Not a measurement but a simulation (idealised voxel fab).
Module name: voxel double patterning (process module)
Section shown: cut. Width: 230 nm. Cell size: 5 nm, square.
Cross-section spec: square-cell grid; bands listed top down; each band is one or more rows.
A band entry consists of two parts. The first gives the height of the band's top and the height of its bottom, in nm. The rest lists the band's materials from left to right, each with its width in nm. A single material labelled with the word "everywhere" fills the band from edge to edge, and the word "empty" marks empty space.
Ref level 0: as-received wafer is one material below here. Bottom band extends down with no lower bound ("top 0, no bottom").
Note: "30..40" means the width goes from the first number (top row of the band) to the second number (bottom row) in equal steps per row of cells.
No cell of the cross-section changed in a step that is given as "all unchanged".
What "Fully enclosed voids" gives you is every empty space of 8 cells or more that is cut off from the top. Each appears as width x height at distance, with the distance taken from the left edge and width, height and distance all in nm.
Formally, on a step line, whatever follows the settings is a remark that the simulator itself makes on the step.
For masked steps, "overlay nm" on the step line gives how far right of plan the mask actually lay; a minus sign means it lay to the left.
BELOW IS THE LIST OF PLANNED PROCESS STEPS
step 1: RECEIVE [material Si]
step 2: CONFORMAL_DEP [material SiN] [thk nm 5]
step 3: DIRECTIONAL_DEP [material SiO2] [thk nm 15]
step 4: DIRECTIONAL_DEP [material SiCN] [thk nm 10]
step 5: PATTERN [tone open] [mask id FIRST] [material resist] [width nm 15] [pitch nm 50] [thk nm 15] [overlay nm 0]
step 6: DIRECTIONAL_ETCH [etch materials SiCN] [depth nm 10]
step 7: STRIP [etch materials resist]
step 8: PATTERN [tone open] [mask id SECOND] [material resist] [width nm 15] [pitch nm 50] [thk nm 20] [overlay nm 0]
step 9: DIRECTIONAL_ETCH [etch materials SiCN] [depth nm 10]
step 10: STRIP [etch materials resist]
step 11: DIRECTIONAL_ETCH [etch materials SiO2] [depth nm 15]
step 12: STRIP [etch materials SiCN]
The plan shows the width nm of step 5 as the first wafer had it; this setting differs between the wafers, which start out alike.
THE FIRST OF SEVERAL WAFERS IN CROSS-SECTION, EXACTLY AS IT REACHED US AFTER STEP 1
* top 0, no bottom | Si everywhere
* Fully enclosed voids: none
POST STEP 12, THE CLOSING STEP OF THE MODULE: FIRST OF SEVERAL WAFERS, CROSS-SECTIONED
* top 20, bottom 5 | SiO2 55 / empty 15 / SiO2 10 / empty 15 / SiO2 10 / empty 15 / SiO2 10 / empty 15 / SiO2 10 / empty 15 / SiO2 60
* top 5, bottom 0 | SiN everywhere
* top 0, no bottom | Si everywhere
* Fully enclosed voids: none
LAST WAFER, END OF MODULE, CROSS-SECTION
* top 20, bottom 5 | SiO2 50 / empty 45 / SiO2 5 / empty 45 / SiO2 5 / empty 30 / SiO2 50
* top 5, bottom 0 | SiN everywhere
* top 0, no bottom | Si everywhere
* Fully enclosed voids: none
FOR YOUR REFERENCE, THE TABLE IS ORGANIZED WITH A ROW PER WAFER; EACH ROW REFLECTS THE WAFER AT THE END OF THE MODULE, INDICATING FOR EACH MATERIAL THE CELLS GAINED (+) OR LOST (-) SINCE RECEIPT, AND THEREAFTER ITS CLOSED VOIDS
width nm 15, +46 SiN, +93 SiO2, Fully enclosed voids: none
width nm 20, +46 SiN, +84 SiO2, Fully enclosed voids: none
width nm 25, +46 SiN, +75 SiO2, Fully enclosed voids: none
width nm 30, +46 SiN, +66 SiO2, Fully enclosed voids: none
